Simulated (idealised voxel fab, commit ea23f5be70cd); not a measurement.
Process module heading - voxel self aligned contacts
Xsec cut, 230 nm wide, square cell size 5 nm.
Cross-section = grid of square cells, listed top down in bands; band = one or more rows. Heights first: top, then bottom, in nm. Then materials, left to right, each with a width in nm. "all across" on a single material: fills the band edge to edge. "empty": empty space. Convention: height 0 is the level below which the wafer, as received, is all one material. The lowest band does not terminate at the bottom but continues downward, represented as "0 and below". The two numbers in a width such as "30->40" mark its ends across the band: the first belongs to the top row of cells, the second to the bottom row, and from each row to the next the width moves by the same amount. You'll sometimes find "no alterations made" written for a step, and that's the way of saying that nowhere in the cross-section did a cell change during that step. Enclosed voids (no open way to top), threshold 8 cells or more, entry "Closed internal cavities", notation width x height at distance, distance from left edge, nm. It should be noted that, on the line of a given step, the content following the step's settings is a remark produced by the simulator itself with respect to that step. overlay nm: mask right of planned place by this much (step with mask). Neg. = left.
Listed below are the process steps as planned
1 RECEIVE [material Si]
2 OXIDIZE [depth nm 5]
3 DIRECTIONAL_DEP [material polySi] [thk nm 30]
4 DIRECTIONAL_DEP [material SiN] [thk nm 25]
5 MASKED_ETCH [tone cover] [mask id GATE] [width nm 35] [pitch nm 80] [etch materials SiN] [depth nm 25] [overlay nm 0]
6 MASKED_ETCH [tone cover] [mask id GATE] [width nm 35] [pitch nm 80] [etch materials polySi] [depth nm 30] [overlay nm 0]
7 CONFORMAL_DEP [material SiN] [thk nm 10]
8 DIRECTIONAL_ETCH [etch materials SiN] [depth nm 10]
9 FILL_DEP [material SiO2] [thk nm 15]
10 CMP [height nm 65]
11 PATTERN [tone open] [mask id CONTACT] [material resist] [width nm 65] [pitch nm 80] [thk nm 15] [overlay nm 0]
12 DIRECTIONAL_ETCH [etch materials SiO2] [depth nm 70]
13 STRIP [etch materials resist]
14 CONFORMAL_DEP [material TiN] [thk nm 5]
15 FILL_DEP [material Ru] [thk nm 5]
16 CMP [height nm 65]
17 CONFORMAL_DEP [material SiCN] [thk nm 5]
Incoming wafer, cross-sectional view, post step 1
  0 and below = Si all across
  Closed internal cavities: none
Cross-section, end of module. Start: as above. Plan: as above. Execution: one mistake
  70 down to 65 = SiCN all across
  65 down to 55 = SiO2 40  TiN 5->25  Ru 55->15  TiN 5->25  SiO2 15  TiN 5->25  Ru 55->15  TiN 5->25  SiO2 45
  55 down to 30 = SiO2 5  SiN 55  TiN 5  Ru 15  TiN 5  SiN 55  TiN 5  Ru 15  TiN 5  SiN 55  SiO2 10
  30 down to 5 = SiO2 5  SiN 10  polySi 35  SiN 10  TiN 5  Ru 15  TiN 5  SiN 10  polySi 35  SiN 10  TiN 5  Ru 15  TiN 5  SiN 10  polySi 35  SiN 10  SiO2 10
  5 down to 0 = SiO2 5  SiN 10  polySi 35  SiN 10  TiN 25  SiN 10  polySi 35  SiN 10  TiN 25  SiN 10  polySi 35  SiN 10  SiO2 10
  0 and below = Si all across
  Closed internal cavities: none
Run error: yeah, step 2 of the plan got skipped, never ran
